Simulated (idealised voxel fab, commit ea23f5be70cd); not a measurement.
process module | voxel trench capacitor
Displayed cross-section: cut, width of 250 nm, square cells sized 5 nm.
In what follows, cross-sections appear as grids of square cells, described through bands that run from the top down, where every band is one or more rows of cells. The entry gives the band's vertical extent as a top height and a bottom height in nm, then its horizontal make-up as materials from left to right, each with a width in nm. "blank" stands for empty space; a single material marked "everywhere" fills the band edge to edge. Ref level 0: as-received wafer is one material below here. Bottom band extends down with no lower bound ("from 0 down"). Width "30 to 40": first value at the band's top row of cells, second value at its bottom row, equal change from row to row. Take "nothing was modified" at face value: in the step it is given for, the cross-section changed in none of its cells. Listed in "Sealed void listing": every empty space of 8 or more cells without an open way to the top. Form: width x height at distance, the distance being from the left edge, all in nm. Where a step's line continues beyond its settings, the continuation is a remark by the simulator itself on that step. The optional step-line setting "overlay nm" applies to steps with a mask and quantifies how far to the right of its planned location the mask lay, a negative value indicating leftward placement.
Below is the list of planned process steps
1: RECEIVE | material Si
2: CONFORMAL_DEP | material SiN | thk nm 10
3: PATTERN | tone open | mask id TRENCH | material resist | width nm 30 | pitch nm 55 | thk nm 15 | overlay nm 0
4: DIRECTIONAL_ETCH | etch materials SiN | depth nm 10
5: DIRECTIONAL_ETCH | etch materials Si | depth nm 40
6: STRIP | etch materials resist
7: CONFORMAL_DEP | material Al2O3 | thk nm 5
8: CONFORMAL_DEP | material TiN | thk nm 5
9: FILL_DEP | material W | thk nm 5
10: CMP | height nm 10
Wafer at receipt (post step 1), cross-section
from 0 down | Si everywhere
Sealed void listing: none
Cross-sectional result after module completion. Note: starting condition and plan are unchanged from above; one processing mistake was made
from 25 to 20 | W everywhere
from 20 to 15 | 35 TiN; 10 W; 45 TiN; 10 W; 45 TiN; 10 W; 45 TiN; 10 W; 40 TiN
from 15 to 10 | 30 Al2O3; 5 TiN; 10 W; 5 TiN; 35 Al2O3; 5 TiN; 10 W; 5 TiN; 35 Al2O3; 5 TiN; 10 W; 5 TiN; 35 Al2O3; 5 TiN; 10 W; 5 TiN; 35 Al2O3
from 10 to 0 | 25 SiN; 5 Al2O3; 5 TiN; 10 W; 5 TiN; 5 Al2O3; 25 SiN; 5 Al2O3; 5 TiN; 10 W; 5 TiN; 5 Al2O3; 25 SiN; 5 Al2O3; 5 TiN; 10 W; 5 TiN; 5 Al2O3; 25 SiN; 5 Al2O3; 5 TiN; 10 W; 5 TiN; 5 Al2O3; 30 SiN
from 0 to -30 | 25 Si; 5 Al2O3; 5 TiN; 10 W; 5 TiN; 5 Al2O3; 25 Si; 5 Al2O3; 5 TiN; 10 W; 5 TiN; 5 Al2O3; 25 Si; 5 Al2O3; 5 TiN; 10 W; 5 TiN; 5 Al2O3; 25 Si; 5 Al2O3; 5 TiN; 10 W; 5 TiN; 5 Al2O3; 30 Si
from -30 to -35 | 25 Si; 5 Al2O3; 20 TiN; 5 Al2O3; 25 Si; 5 Al2O3; 20 TiN; 5 Al2O3; 25 Si; 5 Al2O3; 20 TiN; 5 Al2O3; 25 Si; 5 Al2O3; 20 TiN; 5 Al2O3; 30 Si
from -35 to -40 | 25 Si; 30 Al2O3; 25 Si; 30 Al2O3; 25 Si; 30 Al2O3; 25 Si; 30 Al2O3; 30 Si
from -40 down | Si everywhere
Sealed void listing: none
what went wrong: plan step 10 skipped
